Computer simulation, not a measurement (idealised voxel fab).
Presented below is a process module, voxel ribs on slabs.
Cross-section cut: width 190 nm, square cells of 5 nm.
Cross-section layout: square cells on a grid; listed as bands, top to bottom; a band spans one or more cell rows.
This entry defines a band. It first specifies the height of the band's top and the height of its bottom in nm, and then specifies the band's materials from left to right, stating each material with its width in nm. The word "throughout" identifies a single material that fills the band from edge to edge, while the word "blank" identifies empty space.
Height is counted from the level 0, under which the received wafer is composed throughout of one material. The lowest of the bands is not closed at the bottom but continues downward, in the notation "0 -> down".
A width such as "30..40" changes by the same amount from each row of cells to the next, from the band's top row to its bottom row.
Take "remained unchanged" at face value: in the step it is given for, the cross-section changed in none of its cells.
So "Sealed-off cavities" is basically the list of trapped voids: any empty space of 8 cells or more that can't reach the top through an opening. They're written width x height at distance, the distance being from the left edge, and it's all nm.
The remark found on a step's line after its settings is issued by the simulator itself and pertains to that step.
What "overlay nm" on a step's line means: if the step has a mask, that mask lay this far to the right of its planned place, or, when the value is negative, to the left.
So here's the lineup of process steps we planned:
1) RECEIVE with material Si
2) DIRECTIONAL_DEP with material SiO2, thk nm 30
3) DIRECTIONAL_DEP with material SiN, thk nm 25
4) MASKED_ETCH with tone cover, mask id RIB, width nm 20, etch materials SiN, depth nm 20, overlay nm 0
5) PATTERN with tone cover, mask id SLAB, material resist, width nm 60, thk nm 20, overlay nm 0
6) DIRECTIONAL_ETCH with etch materials SiN, depth nm 5
7) STRIP with etch materials resist
8) FILL_DEP with material SiO2, thk nm 15
9) CMP with height nm 65
10) DIRECTIONAL_DEP with material TiN, thk nm 5
11) DIRECTIONAL_DEP with material aC, thk nm 10
12) PATTERN with tone cover, mask id HEATER, material resist, width nm 30, thk nm 25, overlay nm 0
13) DIRECTIONAL_ETCH with etch materials aC, depth nm 10
14) STRIP with etch materials resist
15) DIRECTIONAL_ETCH with etch materials TiN, depth nm 5
16) STRIP with etch materials aC
17) CONFORMAL_DEP with material SiO2, thk nm 5
Received-state cross-section, reflecting completion of step 1:
  0 -> down  Si throughout
  Sealed-off cavities: none
Starting wafer: above. Plan: above. Run: one mistake. Cross-section after the module: below:
  70 -> 65  blank=80 | TiN=30 | blank=80
  65 -> 55  SiO2 throughout
  55 -> 35  SiO2=85 | SiN=20 | SiO2=85
  35 -> 30  SiO2=65 | SiN=60 | SiO2=65
  30 -> 0  SiO2 throughout
  0 -> down  Si throughout
  Sealed-off cavities: none
The plan and the run diverged here: step 17 was dropped from the plan's execution and never run
